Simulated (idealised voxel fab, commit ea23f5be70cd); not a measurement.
A process module follows: voxel released beams.
Each square cell in cross-section cut measures 5 nm, and the section as a whole is 165 nm wide.
Format of a cross-section: grid, square cells. Given as bands. Order: top down. Band: one or more rows of cells.
Within each band entry, the heights of the top and of the bottom of the band appear first, in that order and in nm; the materials of the band then follow from left to right, each with its corresponding width in nm. The designation "full width" on a single material indicates that it fills the band from edge to edge; the designation "air" indicates empty space.
Below 0: as-received wafer, all one material; heights counted from there. Lowest band: no bottom, goes on down, written "0..down".
Quick explanation for "30->40": the width changes in equal steps down the rows of cells, from the first number in the band's top row to the second number in its bottom row.
"identical to before", as given for a step, is the statement that not any cell of the cross-section underwent a change during that step.
Heads up: "Closed void listing" only lists the empty pockets with no open path to the top that are 8 cells or more, and it writes them as width x height at distance, distance from the left edge, in nm.
That trailing text on a step's line, after the settings, is the simulator's own remark on the step.
Steps that use a mask can have "overlay nm" on their line. It says how far the mask sat to the right of where it was meant to be. Negative means to the left.
THIS SECTION LISTS THE PROCESS STEPS THAT WERE PLANNED
1: RECEIVE, material Si
2: CONFORMAL_DEP, material Al2O3, thk nm 10
3: DIRECTIONAL_DEP, material SiO2, thk nm 15
4: PATTERN, tone open, mask id ANCHOR, material resist, width nm 30, thk nm 15, overlay nm 0
5: DIRECTIONAL_ETCH, etch materials SiO2, depth nm 15
6: STRIP, etch materials resist
7: CONFORMAL_DEP, material W, thk nm 10
8: PATTERN, tone cover, mask id BEAM, material resist, width nm 110, thk nm 20, overlay nm -10
9: DIRECTIONAL_ETCH, etch materials W, depth nm 10
10: STRIP, etch materials resist
11: STRIP, etch materials SiO2
varied across the wafers: overlay nm of step 8. The plan shows the first wafer's value. All wafers start alike
STEP 1 COMPLETE: AS-RECEIVED CROSS-SECTION OF THE FIRST OF SEVERAL WAFERS
> 0..down | Si full width
> Closed void listing: none
BELOW: A ROW PER WAFER. CONTENTS AT END OF MODULE: FOR EVERY MATERIAL, CELLS GAINED SINCE RECEIPT (+) OR LOST SINCE RECEIPT (-); THEN CLOSED VOIDS
overlay nm -10; +66 Al2O3; +56 W; Closed void listing: none
overlay nm -5; +66 Al2O3; +56 W; Closed void listing: none
overlay nm 0; +66 Al2O3; +56 W; Closed void listing: none
overlay nm 5; +66 Al2O3; +56 W; Closed void listing: none
overlay nm 10; +66 Al2O3; +56 W; Closed void listing: none
overlay nm 15; +66 Al2O3; +56 W; Closed void listing: none
